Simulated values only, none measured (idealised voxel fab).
This is a process module. Its name is voxel self aligned vias.
cross-section cut | 225 nm wide | cells 5 nm
The cross-sections in this document take the form of a grid made of square cells. They are written out as bands, in order from top to bottom. Each band consists of one or more rows of cells. Top, bottom (nm), then materials left to right with widths (nm); lone material tagged "full width" fills the whole band edge to edge; "empty" = empty space. Height datum 0, below which the as-received substrate wafer is one material. Lowest band open at the bottom, running downward: "from 0 down". The width entry "30..40" should be interpreted row by row: the top row of cells in the band takes the first number, the bottom row takes the second number, and the change between adjacent rows is uniform throughout. "identical to before" (step): cross-section cells unchanged, all of them. "Closed voids list" contains a list of empty spaces, each no smaller than 8 cells and without an open way to the top, written in the form width x height at distance with the distance from the left edge and all three in nm. Text after the settings on a step's line: the simulator's own remark on that step. overlay nm: mask offset rightward from planned place, masked step; negative means leftward offset.

-- So here's the lineup of process steps we planned
1) RECEIVE,material Si
2) CONFORMAL_DEP,material SiO2,thk nm 15
3) CONFORMAL_DEP,material SiCN,thk nm 5
4) DIRECTIONAL_DEP,material SiO2,thk nm 20
5) PATTERN,tone open,mask id LINES,material resist,width nm 20,pitch nm 50,thk nm 20,overlay nm 0
6) DIRECTIONAL_ETCH,etch materials SiO2,depth nm 20
7) STRIP,etch materials resist
8) CONFORMAL_DEP,material TiN,thk nm 5
9) FILL_DEP,material Ru,thk nm 5
10) CMP,height nm 40
11) SELECTIVE_ETCH,etch materials W Ru TiN,depth nm 5
12) FILL_DEP,material SiN,thk nm 5
13) CMP,height nm 40
14) DIRECTIONAL_DEP,material SiO2,thk nm 15
15) DIRECTIONAL_DEP,material aC,thk nm 10
16) PATTERN,tone open,mask id VIAS,material resist,width nm 30,pitch nm 50,thk nm 25,overlay nm 0
17) DIRECTIONAL_ETCH,etch materials aC,depth nm 10
18) STRIP,etch materials resist
19) DIRECTIONAL_ETCH,etch materials SiO2,depth nm 15
20) DIRECTIONAL_ETCH,etch materials SiN,depth nm 5
21) STRIP,etch materials aC
22) CONFORMAL_DEP,material TiN,thk nm 5
23) FILL_DEP,material Ru,thk nm 5
24) CMP,height nm 55
25) CONFORMAL_DEP,material SiN,thk nm 5

-- Incoming wafer, cross-sectional view, post step 1
  from 0 down = Si full width
  Closed voids list: none

-- Figure: cross-sectional view of the wafer upon completion of the module, processed from the initial state and according to the plan depicted above, with one error introduced during execution
  from 60 to 55 = SiN full width
  from 55 to 45 = SiO2 (45)  TiN (5)  Ru (20)  TiN (5)  SiO2 (20)  TiN (5)  Ru (20)  TiN (5)  SiO2 (20)  TiN (5)  Ru (20)  TiN (5)  SiO2 (50)
  from 45 to 40 = SiO2 (45)  TiN (5)  Ru (5)  TiN (20)  SiO2 (20)  TiN (5)  Ru (5)  TiN (20)  SiO2 (20)  TiN (5)  Ru (5)  TiN (20)  SiO2 (50)
  from 40 to 35 = SiO2 (40)  SiN (5)  TiN (15)  SiO2 (30)  SiN (5)  TiN (15)  SiO2 (30)  SiN (5)  TiN (15)  SiO2 (65)
  from 35 to 25 = SiO2 (40)  TiN (5)  Ru (10)  TiN (5)  SiO2 (30)  TiN (5)  Ru (10)  TiN (5)  SiO2 (30)  TiN (5)  Ru (10)  TiN (5)  SiO2 (65)
  from 25 to 20 = SiO2 (40)  TiN (20)  SiO2 (30)  TiN (20)  SiO2 (30)  TiN (20)  SiO2 (65)
  from 20 to 15 = SiCN full width
  from 15 to 0 = SiO2 full width
  from 0 down = Si full width
  Closed voids list: none
Which mistake was made when the wafer was run? contrary to plan, step 5 was performed as PATTERN,tone open,mask id LINES,material resist,width nm 20,pitch nm 50,thk nm 20,overlay nm -10
